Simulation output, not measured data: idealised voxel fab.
Presented below is a process module, voxel quadruple lines.
Section cut is 220 nm wide and gridded with 5 nm square cells.
Notation: cross-section as square-cell grid; stated in bands, top first, going down; one or more cell rows per band. Top, bottom (nm), then materials left to right with widths (nm); lone material tagged "edge to edge" fills the whole band edge to edge; "air" = empty space. Heights are expressed relative to 0, this being the level below which the as-received wafer comprises one material exclusively. The lowest band is unbounded in the downward direction and is denoted as in "from 0 down". The expression "30..40" gives the width at the extremes of the band, the first number at its top row of cells and the second at its bottom row, with the width changing by equal amounts from each row to the next in between. The cross-section has no changed cell in any step marked "nothing different". Empty spaces without an open route to the top, at least 8 cells in extent, make up the entry "Enclosed internal voids"; each is given as width x height at distance, where the distance is measured from the left edge, and all are in nm. Heads up: the bit after the settings on a step's line is the simulator's remark on that step. A step line may carry the setting "overlay nm", which, for steps involving a mask, states the distance by which the mask lay to the right of its intended position; negative values denote displacement to the left.
# This section lists the process steps that were planned
1 RECEIVE | material Si
2 CONFORMAL_DEP | material SiO2 | thk nm 5
3 DIRECTIONAL_DEP | material Ru | thk nm 10
4 DIRECTIONAL_DEP | material polySi | thk nm 20
5 DIRECTIONAL_DEP | material aC | thk nm 20
6 PATTERN | tone cover | mask id MANDREL | material resist | width nm 20 | pitch nm 60 | thk nm 30 | overlay nm 0
7 DIRECTIONAL_ETCH | etch materials aC | depth nm 20
8 STRIP | etch materials resist
9 CONFORMAL_DEP | material SiO2 | thk nm 10
10 DIRECTIONAL_ETCH | etch materials SiO2 | depth nm 10
11 STRIP | etch materials aC
12 DIRECTIONAL_ETCH | etch materials polySi | depth nm 20
13 STRIP | etch materials SiO2
14 CONFORMAL_DEP | material SiCN | thk nm 5
15 DIRECTIONAL_ETCH | etch materials SiCN | depth nm 5
16 STRIP | etch materials polySi
17 DIRECTIONAL_ETCH | etch materials Ru | depth nm 10
18 STRIP | etch materials SiCN
19 FILL_DEP | material lowk | thk nm 10
20 CMP | height nm 15
# First of two wafers: run as planned
# Delivered wafer in cross-section: state after step 1
    from 0 down | Si edge to edge
    Enclosed internal voids: none
# Cross-section through the wafer, step 2 finished
    from 5 to 0 | SiO2 edge to edge
    Rest of section, below 0: as before.
# Cross-section through the wafer, step 3 finished
    from 15 to 5 | Ru edge to edge
    Rest of section, below 5: as before.
# Cross-section through the wafer, step 4 finished
    from 35 to 15 | polySi edge to edge
    Rest of section, below 15: as before.
# Cross-section through the wafer, step 5 finished
    from 55 to 35 | aC edge to edge
    Rest of section, below 35: as before.
# Cross-section through the wafer, step 6 finished
    from 85 to 55 | air (70), resist (20), air (40), resist (20), air (70)
    Rest of section, below 55: as before.
# Cross-section through the wafer, step 7 finished
    from 65 to 55 | air (70), resist (20), air (40), resist (20), air (70)
    from 55 to 35 | air (70), aC (20), air (40), aC (20), air (70)
    Rest of section, below 35: as before.
# Cross-section through the wafer, step 8 finished
    from 55 to 35 | air (70), aC (20), air (40), aC (20), air (70)
    Rest of section, below 35: as before.
# Cross-section through the wafer, step 9 finished
    from 65 to 55 | air (60), SiO2 (40), air (20), SiO2 (40), air (60)
    from 55 to 45 | air (60), SiO2 (10), aC (20), SiO2 (10), air (20), SiO2 (10), aC (20), SiO2 (10), air (60)
    from 45 to 35 | SiO2 (70), aC (20), SiO2 (40), aC (20), SiO2 (70)
    Rest of section, below 35: as before.
# Cross-section through the wafer, step 10 finished
    from 55 to 35 | air (60), SiO2 (10), aC (20), SiO2 (10), air (20), SiO2 (10), aC (20), SiO2 (10), air (60)
    Rest of section, below 35: as before.
# Cross-section through the wafer, step 11 finished
    from 55 to 35 | air (60), SiO2 (10), air (20), SiO2 (10), air (20), SiO2 (10), air (20), SiO2 (10), air (60)
    Rest of section, below 35: as before.
# Cross-section through the wafer, step 12 finished
    from 55 to 35 | air (60), SiO2 (10), air (20), SiO2 (10), air (20), SiO2 (10), air (20), SiO2 (10), air (60)
    from 35 to 15 | air (60), polySi (10), air (20), polySi (10), air (20), polySi (10), air (20), polySi (10), air (60)
    Rest of section, below 15: as before.
# Cross-section through the wafer, step 13 finished
    from 35 to 15 | air (60), polySi (10), air (20), polySi (10), air (20), polySi (10), air (20), polySi (10), air (60)
    Rest of section, below 15: as before.
# Cross-section through the wafer, step 14 finished
    from 40 to 35 | air (55), SiCN (20), air (10), SiCN (20), air (10), SiCN (20), air (10), SiCN (20), air (55)
    from 35 to 20 | air (55), SiCN (5), polySi (10), SiCN (5), air (10), SiCN (5), polySi (10), SiCN (5), air (10), SiCN (5), polySi (10), SiCN (5), air (10), SiCN (5), polySi (10), SiCN (5), air (55)
    from 20 to 15 | SiCN (60), polySi (10), SiCN (20), polySi (10), SiCN (20), polySi (10), SiCN (20), polySi (10), SiCN (60)
    Rest of section, below 15: as before.
# Cross-section through the wafer, step 15 finished
    from 35 to 15 | air (55), SiCN (5), polySi (10), SiCN (5), air (10), SiCN (5), polySi (10), SiCN (5), air (10), SiCN (5), polySi (10), SiCN (5), air (10), SiCN (5), polySi (10), SiCN (5), air (55)
    Rest of section, below 15: as before.
# Cross-section through the wafer, step 16 finished
    from 35 to 15 | air (55), SiCN (5), air (10), SiCN (5), air (10), SiCN (5), air (10), SiCN (5), air (10), SiCN (5), air (10), SiCN (5), air (10), SiCN (5), air (10), SiCN (5), air (55)
    Rest of section, below 15: as before.
# Cross-section through the wafer, step 17 finished
    from 35 to 15 | air (55), SiCN (5), air (10), SiCN (5), air (10), SiCN (5), air (10), SiCN (5), air (10), SiCN (5), air (10), SiCN (5), air (10), SiCN (5), air (10), SiCN (5), air (55)
    from 15 to 5 | air (55), Ru (5), air (10), Ru (5), air (10), Ru (5), air (10), Ru (5), air (10), Ru (5), air (10), Ru (5), air (10), Ru (5), air (10), Ru (5), air (55)
    Rest of section, below 5: as before.
# Cross-section through the wafer, step 18 finished
    from 15 to 5 | air (55), Ru (5), air (10), Ru (5), air (10), Ru (5), air (10), Ru (5), air (10), Ru (5), air (10), Ru (5), air (10), Ru (5), air (10), Ru (5), air (55)
    Rest of section, below 5: as before.
# Cross-section through the wafer, step 19 finished
    from 25 to 15 | lowk edge to edge
    from 15 to 5 | lowk (55), Ru (5), lowk (10), Ru (5), lowk (10), Ru (5), lowk (10), Ru (5), lowk (10), Ru (5), lowk (10), Ru (5), lowk (10), Ru (5), lowk (10), Ru (5), lowk (55)
    Rest of section, below 5: as before.
# Cross-section through the wafer, step 20 finished
    from 15 to 5 | lowk (55), Ru (5), lowk (10), Ru (5), lowk (10), Ru (5), lowk (10), Ru (5), lowk (10), Ru (5), lowk (10), Ru (5), lowk (10), Ru (5), lowk (10), Ru (5), lowk (55)
    Rest of section, below 5: as before.
# Wafer two. Same start, same plan, one slip in execution. Same as wafer one through step 16, inclusive
# The second wafer in cross-section, at the planned close of step 17
    from 35 to 15 | air (55), SiCN (5), air (10), SiCN (5), air (10), SiCN (5), air (10), SiCN (5), air (10), SiCN (5), air (10), SiCN (5), air (10), SiCN (5), air (10), SiCN (5), air (55)
    from 15 to 5 | air (55), Ru (5), air (10), Ru (5), air (10), Ru (5), air (10), Ru (5), air (10), Ru (5), air (10), Ru (5), air (10), Ru (5), air (10), Ru (5), air (55)
    Rest of section, below 5: as before.
# The second wafer in cross-section, at the planned close of step 18
    from 15 to 5 | air (55), Ru (5), air (10), Ru (5), air (10), Ru (5), air (10), Ru (5), air (10), Ru (5), air (10), Ru (5), air (10), Ru (5), air (10), Ru (5), air (55)
    Rest of section, below 5: as before.
# The second wafer in cross-section, at the planned close of step 19
    from 25 to 15 | lowk edge to edge
    from 15 to 5 | lowk (55), Ru (5), lowk (10), Ru (5), lowk (10), Ru (5), lowk (10), Ru (5), lowk (10), Ru (5), lowk (10), Ru (5), lowk (10), Ru (5), lowk (10), Ru (5), lowk (55)
    Rest of section, below 5: as before.
# The second wafer in cross-section, at the planned close of step 20
    from 15 to 5 | lowk (55), Ru (5), lowk (10), Ru (5), lowk (10), Ru (5), lowk (10), Ru (5), lowk (10), Ru (5), lowk (10), Ru (5), lowk (10), Ru (5), lowk (10), Ru (5), lowk (55)
    Rest of section, below 5: as before.
The plan and the run diverged here: step 17 of the plan was performed twice
If you compare the two wafers at the end, their cross-sections are the same, so as far as this model is concerned the mistake changes nothing.
